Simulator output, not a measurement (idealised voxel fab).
Process module in this document: voxel self aligned vias
The figure presents cross-section cut, which has a width of 265 nm and is divided into square cells with an edge length of 5 nm.
Square cells in a grid make up a cross-section in this document, and the grid is given as bands, listed from the top down, each one or more rows of cells. Basically the band line says how high the top is and how high the bottom is, in nm, and then what's in it from left to right, every material with its width in nm. Empty space shows up as "air", and if a single material carries "everywhere" it runs the full band edge to edge. Heights are expressed relative to 0, this being the level below which the as-received wafer comprises one material exclusively. The lowest band is unbounded in the downward direction and is denoted as in "0 and below". The width entry "30->40" should be interpreted row by row: the top row of cells in the band takes the first number, the bottom row takes the second number, and the change between adjacent rows is uniform throughout. Step note "remained unchanged" = no cross-section cell changed. Basically, "Voids, sealed" tells you about the enclosed voids: empty spaces with no open way to the top, 8 cells or bigger, each written width x height at distance, where distance is from the left edge, all in nm. Past the settings on a step's line: simulator remark, on that step. overlay nm: mask offset rightward from planned place, masked step; negative means leftward offset.

PROCESS STEPS - PLAN
| 1 | RECEIVE: material Si |
| 2 | CONFORMAL_DEP: material SiO2, thk nm 15 |
| 3 | CONFORMAL_DEP: material SiCN, thk nm 5 |
| 4 | DIRECTIONAL_DEP: material SiO2, thk nm 25 |
| 5 | PATTERN: tone open, mask id LINES, material resist, width nm 30, pitch nm 70, thk nm 20, overlay nm 0 |
| 6 | DIRECTIONAL_ETCH: etch materials SiO2, depth nm 25 |
| 7 | STRIP: etch materials resist |
| 8 | CONFORMAL_DEP: material TiN, thk nm 5 |
| 9 | FILL_DEP: material Ru, thk nm 5 |
| 10 | CMP: height nm 45 |
| 11 | SELECTIVE_ETCH: etch materials W Ru TiN, depth nm 10 |
| 12 | FILL_DEP: material SiN, thk nm 10 |
| 13 | CMP: height nm 45 |
| 14 | DIRECTIONAL_DEP: material SiO2, thk nm 15 |
| 15 | DIRECTIONAL_DEP: material aC, thk nm 15 |
| 16 | PATTERN: tone open, mask id VIAS, material resist, width nm 40, pitch nm 70, thk nm 35, overlay nm 0 |
| 17 | DIRECTIONAL_ETCH: etch materials aC, depth nm 15 |
| 18 | STRIP: etch materials resist |
| 19 | DIRECTIONAL_ETCH: etch materials SiO2, depth nm 15 |
| 20 | DIRECTIONAL_ETCH: etch materials SiN, depth nm 10 |
| 21 | STRIP: etch materials aC |
| 22 | CONFORMAL_DEP: material TiN, thk nm 5 |
| 23 | FILL_DEP: material W, thk nm 10 |
| 24 | CMP: height nm 60 |
| 25 | CONFORMAL_DEP: material SiCN, thk nm 5 |

THE FIRST OF THE TWO WAFERS, WHICH RAN AS PLANNED

AS-RECEIVED WAFER CROSS-SECTION (AFTER STEP 1)
* 0 and below: Si everywhere
* Voids, sealed: none

CROSS-SECTION THROUGH THE WAFER, STEP 2 FINISHED
* 15 down to 0: SiO2 everywhere
* For the remainder of the cross-section, below 0, there is no change.

CROSS-SECTION THROUGH THE WAFER, STEP 3 FINISHED
* 20 down to 15: SiCN everywhere
* For the remainder of the cross-section, below 15, there is no change.

CROSS-SECTION THROUGH THE WAFER, STEP 4 FINISHED
* 45 down to 20: SiO2 everywhere
* For the remainder of the cross-section, below 20, there is no change.

CROSS-SECTION THROUGH THE WAFER, STEP 5 FINISHED
* 65 down to 45: resist (45)  air (30)  resist (40)  air (30)  resist (40)  air (30)  resist (50)
* For the remainder of the cross-section, below 45, there is no change.

CROSS-SECTION THROUGH THE WAFER, STEP 6 FINISHED
* 65 down to 45: resist (45)  air (30)  resist (40)  air (30)  resist (40)  air (30)  resist (50)
* 45 down to 20: SiO2 (45)  air (30)  SiO2 (40)  air (30)  SiO2 (40)  air (30)  SiO2 (50)
* For the remainder of the cross-section, below 20, there is no change.

CROSS-SECTION THROUGH THE WAFER, STEP 7 FINISHED
* 45 down to 20: SiO2 (45)  air (30)  SiO2 (40)  air (30)  SiO2 (40)  air (30)  SiO2 (50)
* For the remainder of the cross-section, below 20, there is no change.

CROSS-SECTION THROUGH THE WAFER, STEP 8 FINISHED
* 50 down to 45: TiN (50)  air (20)  TiN (50)  air (20)  TiN (50)  air (20)  TiN (55)
* 45 down to 25: SiO2 (45)  TiN (5)  air (20)  TiN (5)  SiO2 (40)  TiN (5)  air (20)  TiN (5)  SiO2 (40)  TiN (5)  air (20)  TiN (5)  SiO2 (50)
* 25 down to 20: SiO2 (45)  TiN (30)  SiO2 (40)  TiN (30)  SiO2 (40)  TiN (30)  SiO2 (50)
* For the remainder of the cross-section, below 20, there is no change.

CROSS-SECTION THROUGH THE WAFER, STEP 9 FINISHED
* 55 down to 50: Ru everywhere
* 50 down to 45: TiN (50)  Ru (20)  TiN (50)  Ru (20)  TiN (50)  Ru (20)  TiN (55)
* 45 down to 25: SiO2 (45)  TiN (5)  Ru (20)  TiN (5)  SiO2 (40)  TiN (5)  Ru (20)  TiN (5)  SiO2 (40)  TiN (5)  Ru (20)  TiN (5)  SiO2 (50)
* For the remainder of the cross-section, below 25, there is no change.

CROSS-SECTION THROUGH THE WAFER, STEP 10 FINISHED
* 45 down to 25: SiO2 (45)  TiN (5)  Ru (20)  TiN (5)  SiO2 (40)  TiN (5)  Ru (20)  TiN (5)  SiO2 (40)  TiN (5)  Ru (20)  TiN (5)  SiO2 (50)
* For the remainder of the cross-section, below 25, there is no change.

CROSS-SECTION THROUGH THE WAFER, STEP 11 FINISHED
* 45 down to 35: SiO2 (45)  air (30)  SiO2 (40)  air (30)  SiO2 (40)  air (30)  SiO2 (50)
* For the remainder of the cross-section, below 35, there is no change.

CROSS-SECTION THROUGH THE WAFER, STEP 12 FINISHED
* 55 down to 45: SiN everywhere
* 45 down to 35: SiO2 (45)  SiN (30)  SiO2 (40)  SiN (30)  SiO2 (40)  SiN (30)  SiO2 (50)
* For the remainder of the cross-section, below 35, there is no change.

CROSS-SECTION THROUGH THE WAFER, STEP 13 FINISHED
* 45 down to 35: SiO2 (45)  SiN (30)  SiO2 (40)  SiN (30)  SiO2 (40)  SiN (30)  SiO2 (50)
* For the remainder of the cross-section, below 35, there is no change.

CROSS-SECTION THROUGH THE WAFER, STEP 14 FINISHED
* 60 down to 45: SiO2 everywhere
* For the remainder of the cross-section, below 45, there is no change.

CROSS-SECTION THROUGH THE WAFER, STEP 15 FINISHED
* 75 down to 60: aC everywhere
* For the remainder of the cross-section, below 60, there is no change.

CROSS-SECTION THROUGH THE WAFER, STEP 16 FINISHED
* 110 down to 75: resist (40)  air (40)  resist (30)  air (40)  resist (30)  air (40)  resist (45)
* For the remainder of the cross-section, below 75, there is no change.

CROSS-SECTION THROUGH THE WAFER, STEP 17 FINISHED
* 95 down to 75: resist (40)  air (40)  resist (30)  air (40)  resist (30)  air (40)  resist (45)
* 75 down to 60: aC (40)  air (40)  aC (30)  air (40)  aC (30)  air (40)  aC (45)
* For the remainder of the cross-section, below 60, there is no change.

CROSS-SECTION THROUGH THE WAFER, STEP 18 FINISHED
* 75 down to 60: aC (40)  air (40)  aC (30)  air (40)  aC (30)  air (40)  aC (45)
* For the remainder of the cross-section, below 60, there is no change.

CROSS-SECTION THROUGH THE WAFER, STEP 19 FINISHED
* 75 down to 60: aC (40)  air (40)  aC (30)  air (40)  aC (30)  air (40)  aC (45)
* 60 down to 45: SiO2 (40)  air (40)  SiO2 (30)  air (40)  SiO2 (30)  air (40)  SiO2 (45)
* For the remainder of the cross-section, below 45, there is no change.

CROSS-SECTION THROUGH THE WAFER, STEP 20 FINISHED
* 75 down to 60: aC (40)  air (40)  aC (30)  air (40)  aC (30)  air (40)  aC (45)
* 60 down to 45: SiO2 (40)  air (40)  SiO2 (30)  air (40)  SiO2 (30)  air (40)  SiO2 (45)
* 45 down to 35: SiO2 (45)  air (30)  SiO2 (40)  air (30)  SiO2 (40)  air (30)  SiO2 (50)
* For the remainder of the cross-section, below 35, there is no change.

CROSS-SECTION THROUGH THE WAFER, STEP 21 FINISHED
* 60 down to 45: SiO2 (40)  air (40)  SiO2 (30)  air (40)  SiO2 (30)  air (40)  SiO2 (45)
* For the remainder of the cross-section, below 45, there is no change.

CROSS-SECTION THROUGH THE WAFER, STEP 22 FINISHED
* 65 down to 60: TiN (45)  air (30)  TiN (40)  air (30)  TiN (40)  air (30)  TiN (50)
* 60 down to 50: SiO2 (40)  TiN (5)  air (30)  TiN (5)  SiO2 (30)  TiN (5)  air (30)  TiN (5)  SiO2 (30)  TiN (5)  air (30)  TiN (5)  SiO2 (45)
* 50 down to 40: SiO2 (40->45)  TiN (10->5)  air (20)  TiN (10->5)  SiO2 (30->40)  TiN (10->5)  air (20)  TiN (10->5)  SiO2 (30->40)  TiN (10->5)  air (20)  TiN (10->5)  SiO2 (45->50)
* 40 down to 35: SiO2 (45)  TiN (30)  SiO2 (40)  TiN (30)  SiO2 (40)  TiN (30)  SiO2 (50)
* For the remainder of the cross-section, below 35, there is no change.

CROSS-SECTION THROUGH THE WAFER, STEP 23 FINISHED
* 75 down to 65: W everywhere
* 65 down to 60: TiN (45)  W (30)  TiN (40)  W (30)  TiN (40)  W (30)  TiN (50)
* 60 down to 50: SiO2 (40)  TiN (5)  W (30)  TiN (5)  SiO2 (30)  TiN (5)  W (30)  TiN (5)  SiO2 (30)  TiN (5)  W (30)  TiN (5)  SiO2 (45)
* 50 down to 40: SiO2 (40->45)  TiN (10->5)  W (20)  TiN (10->5)  SiO2 (30->40)  TiN (10->5)  W (20)  TiN (10->5)  SiO2 (30->40)  TiN (10->5)  W (20)  TiN (10->5)  SiO2 (45->50)
* For the remainder of the cross-section, below 40, there is no change.

CROSS-SECTION THROUGH THE WAFER, STEP 24 FINISHED
* 60 down to 50: SiO2 (40)  TiN (5)  W (30)  TiN (5)  SiO2 (30)  TiN (5)  W (30)  TiN (5)  SiO2 (30)  TiN (5)  W (30)  TiN (5)  SiO2 (45)
* For the remainder of the cross-section, below 50, there is no change.

CROSS-SECTION THROUGH THE WAFER, STEP 25 FINISHED
* 65 down to 60: SiCN everywhere
* For the remainder of the cross-section, below 60, there is no change.

NOTES, SECOND WAFER: START = FIRST WAFER'S, PLAN = FIRST WAFER'S, EXECUTION HAD ONE MISTAKE; HISTORY IDENTICAL TO FIRST THROUGH STEP 1

CROSS-SECTION OF THE SECOND WAFER AT THE TIME BY WHICH STEP 2 SHOULD HAVE BEEN COMPLETED ACCORDING TO THE PLAN
* 10 down to 0: SiO2 everywhere
* For the remainder of the cross-section, below 0, there is no change.

CROSS-SECTION OF THE SECOND WAFER AT THE TIME BY WHICH STEP 3 SHOULD HAVE BEEN COMPLETED ACCORDING TO THE PLAN
* 15 down to 10: SiCN everywhere
* For the remainder of the cross-section, below 10, there is no change.

CROSS-SECTION OF THE SECOND WAFER AT THE TIME BY WHICH STEP 4 SHOULD HAVE BEEN COMPLETED ACCORDING TO THE PLAN
* 40 down to 15: SiO2 everywhere
* For the remainder of the cross-section, below 15, there is no change.

CROSS-SECTION OF THE SECOND WAFER AT THE TIME BY WHICH STEP 5 SHOULD HAVE BEEN COMPLETED ACCORDING TO THE PLAN
* 60 down to 40: resist (45)  air (30)  resist (40)  air (30)  resist (40)  air (30)  resist (50)
* For the remainder of the cross-section, below 40, there is no change.

CROSS-SECTION OF THE SECOND WAFER AT THE TIME BY WHICH STEP 6 SHOULD HAVE BEEN COMPLETED ACCORDING TO THE PLAN
* 60 down to 40: resist (45)  air (30)  resist (40)  air (30)  resist (40)  air (30)  resist (50)
* 40 down to 15: SiO2 (45)  air (30)  SiO2 (40)  air (30)  SiO2 (40)  air (30)  SiO2 (50)
* For the remainder of the cross-section, below 15, there is no change.

CROSS-SECTION OF THE SECOND WAFER AT THE TIME BY WHICH STEP 7 SHOULD HAVE BEEN COMPLETED ACCORDING TO THE PLAN
* 40 down to 15: SiO2 (45)  air (30)  SiO2 (40)  air (30)  SiO2 (40)  air (30)  SiO2 (50)
* For the remainder of the cross-section, below 15, there is no change.

CROSS-SECTION OF THE SECOND WAFER AT THE TIME BY WHICH STEP 8 SHOULD HAVE BEEN COMPLETED ACCORDING TO THE PLAN
* 45 down to 40: TiN (50)  air (20)  TiN (50)  air (20)  TiN (50)  air (20)  TiN (55)
* 40 down to 20: SiO2 (45)  TiN (5)  air (20)  TiN (5)  SiO2 (40)  TiN (5)  air (20)  TiN (5)  SiO2 (40)  TiN (5)  air (20)  TiN (5)  SiO2 (50)
* 20 down to 15: SiO2 (45)  TiN (30)  SiO2 (40)  TiN (30)  SiO2 (40)  TiN (30)  SiO2 (50)
* For the remainder of the cross-section, below 15, there is no change.

CROSS-SECTION OF THE SECOND WAFER AT THE TIME BY WHICH STEP 9 SHOULD HAVE BEEN COMPLETED ACCORDING TO THE PLAN
* 50 down to 45: Ru everywhere
* 45 down to 40: TiN (50)  Ru (20)  TiN (50)  Ru (20)  TiN (50)  Ru (20)  TiN (55)
* 40 down to 20: SiO2 (45)  TiN (5)  Ru (20)  TiN (5)  SiO2 (40)  TiN (5)  Ru (20)  TiN (5)  SiO2 (40)  TiN (5)  Ru (20)  TiN (5)  SiO2 (50)
* For the remainder of the cross-section, below 20, there is no change.

CROSS-SECTION OF THE SECOND WAFER AT THE TIME BY WHICH STEP 10 SHOULD HAVE BEEN COMPLETED ACCORDING TO THE PLAN
* 45 down to 40: TiN (50)  Ru (20)  TiN (50)  Ru (20)  TiN (50)  Ru (20)  TiN (55)
* For the remainder of the cross-section, below 40, there is no change.

CROSS-SECTION OF THE SECOND WAFER AT THE TIME BY WHICH STEP 11 SHOULD HAVE BEEN COMPLETED ACCORDING TO THE PLAN
* 40 down to 35: SiO2 (45)  air (30)  SiO2 (40)  air (30)  SiO2 (40)  air (30)  SiO2 (50)
* For the remainder of the cross-section, below 35, there is no change.

CROSS-SECTION OF THE SECOND WAFER AT THE TIME BY WHICH STEP 12 SHOULD HAVE BEEN COMPLETED ACCORDING TO THE PLAN
* 50 down to 40: SiN everywhere
* 40 down to 35: SiO2 (45)  SiN (30)  SiO2 (40)  SiN (30)  SiO2 (40)  SiN (30)  SiO2 (50)
* For the remainder of the cross-section, below 35, there is no change.

CROSS-SECTION OF THE SECOND WAFER AT THE TIME BY WHICH STEP 13 SHOULD HAVE BEEN COMPLETED ACCORDING TO THE PLAN
* 45 down to 40: SiN everywhere
* For the remainder of the cross-section, below 40, there is no change.

CROSS-SECTION OF THE SECOND WAFER AT THE TIME BY WHICH STEP 14 SHOULD HAVE BEEN COMPLETED ACCORDING TO THE PLAN
* 60 down to 45: SiO2 everywhere
* For the remainder of the cross-section, below 45, there is no change.

CROSS-SECTION OF THE SECOND WAFER AT THE TIME BY WHICH STEP 15 SHOULD HAVE BEEN COMPLETED ACCORDING TO THE PLAN
* 75 down to 60: aC everywhere
* For the remainder of the cross-section, below 60, there is no change.

CROSS-SECTION OF THE SECOND WAFER AT THE TIME BY WHICH STEP 16 SHOULD HAVE BEEN COMPLETED ACCORDING TO THE PLAN
* 110 down to 75: resist (40)  air (40)  resist (30)  air (40)  resist (30)  air (40)  resist (45)
* For the remainder of the cross-section, below 75, there is no change.

CROSS-SECTION OF THE SECOND WAFER AT THE TIME BY WHICH STEP 17 SHOULD HAVE BEEN COMPLETED ACCORDING TO THE PLAN
* 95 down to 75: resist (40)  air (40)  resist (30)  air (40)  resist (30)  air (40)  resist (45)
* 75 down to 60: aC (40)  air (40)  aC (30)  air (40)  aC (30)  air (40)  aC (45)
* For the remainder of the cross-section, below 60, there is no change.

CROSS-SECTION OF THE SECOND WAFER AT THE TIME BY WHICH STEP 18 SHOULD HAVE BEEN COMPLETED ACCORDING TO THE PLAN
* 75 down to 60: aC (40)  air (40)  aC (30)  air (40)  aC (30)  air (40)  aC (45)
* For the remainder of the cross-section, below 60, there is no change.

CROSS-SECTION OF THE SECOND WAFER AT THE TIME BY WHICH STEP 19 SHOULD HAVE BEEN COMPLETED ACCORDING TO THE PLAN
* 75 down to 60: aC (40)  air (40)  aC (30)  air (40)  aC (30)  air (40)  aC (45)
* 60 down to 45: SiO2 (40)  air (40)  SiO2 (30)  air (40)  SiO2 (30)  air (40)  SiO2 (45)
* For the remainder of the cross-section, below 45, there is no change.

CROSS-SECTION OF THE SECOND WAFER AT THE TIME BY WHICH STEP 20 SHOULD HAVE BEEN COMPLETED ACCORDING TO THE PLAN
* 75 down to 60: aC (40)  air (40)  aC (30)  air (40)  aC (30)  air (40)  aC (45)
* 60 down to 45: SiO2 (40)  air (40)  SiO2 (30)  air (40)  SiO2 (30)  air (40)  SiO2 (45)
* 45 down to 40: SiN (40)  air (40)  SiN (30)  air (40)  SiN (30)  air (40)  SiN (45)
* 40 down to 35: SiO2 (45)  air (30)  SiO2 (40)  air (30)  SiO2 (40)  air (30)  SiO2 (50)
* For the remainder of the cross-section, below 35, there is no change.

CROSS-SECTION OF THE SECOND WAFER AT THE TIME BY WHICH STEP 21 SHOULD HAVE BEEN COMPLETED ACCORDING TO THE PLAN
* 60 down to 45: SiO2 (40)  air (40)  SiO2 (30)  air (40)  SiO2 (30)  air (40)  SiO2 (45)
* For the remainder of the cross-section, below 45, there is no change.

CROSS-SECTION OF THE SECOND WAFER AT THE TIME BY WHICH STEP 22 SHOULD HAVE BEEN COMPLETED ACCORDING TO THE PLAN
* 65 down to 60: TiN (45)  air (30)  TiN (40)  air (30)  TiN (40)  air (30)  TiN (50)
* 60 down to 45: SiO2 (40)  TiN (5)  air (30)  TiN (5)  SiO2 (30)  TiN (5)  air (30)  TiN (5)  SiO2 (30)  TiN (5)  air (30)  TiN (5)  SiO2 (45)
* 45 down to 40: SiN (40)  TiN (10)  air (20)  TiN (10)  SiN (30)  TiN (10)  air (20)  TiN (10)  SiN (30)  TiN (10)  air (20)  TiN (10)  SiN (45)
* 40 down to 35: SiO2 (45)  TiN (30)  SiO2 (40)  TiN (30)  SiO2 (40)  TiN (30)  SiO2 (50)
* For the remainder of the cross-section, below 35, there is no change.

CROSS-SECTION OF THE SECOND WAFER AT THE TIME BY WHICH STEP 23 SHOULD HAVE BEEN COMPLETED ACCORDING TO THE PLAN
* 75 down to 65: W everywhere
* 65 down to 60: TiN (45)  W (30)  TiN (40)  W (30)  TiN (40)  W (30)  TiN (50)
* 60 down to 45: SiO2 (40)  TiN (5)  W (30)  TiN (5)  SiO2 (30)  TiN (5)  W (30)  TiN (5)  SiO2 (30)  TiN (5)  W (30)  TiN (5)  SiO2 (45)
* 45 down to 40: SiN (40)  TiN (10)  W (20)  TiN (10)  SiN (30)  TiN (10)  W (20)  TiN (10)  SiN (30)  TiN (10)  W (20)  TiN (10)  SiN (45)
* For the remainder of the cross-section, below 40, there is no change.

CROSS-SECTION OF THE SECOND WAFER AT THE TIME BY WHICH STEP 24 SHOULD HAVE BEEN COMPLETED ACCORDING TO THE PLAN
* 60 down to 45: SiO2 (40)  TiN (5)  W (30)  TiN (5)  SiO2 (30)  TiN (5)  W (30)  TiN (5)  SiO2 (30)  TiN (5)  W (30)  TiN (5)  SiO2 (45)
* For the remainder of the cross-section, below 45, there is no change.

CROSS-SECTION OF THE SECOND WAFER AT THE TIME BY WHICH STEP 25 SHOULD HAVE BEEN COMPLETED ACCORDING TO THE PLAN
* 65 down to 60: SiCN everywhere
* For the remainder of the cross-section, below 60, there is no change.
Short version of what went wrong: step 2 was processed under conditions differing from the plan, specifically as CONFORMAL_DEP: material SiO2, thk nm 10
The final cell counts differ between the wafers, with the second having more or fewer of some materials than the first: 12 more of Ru, 29 more of SiN, 53 fewer of SiO2, 6 more of TiN, 6 more of W
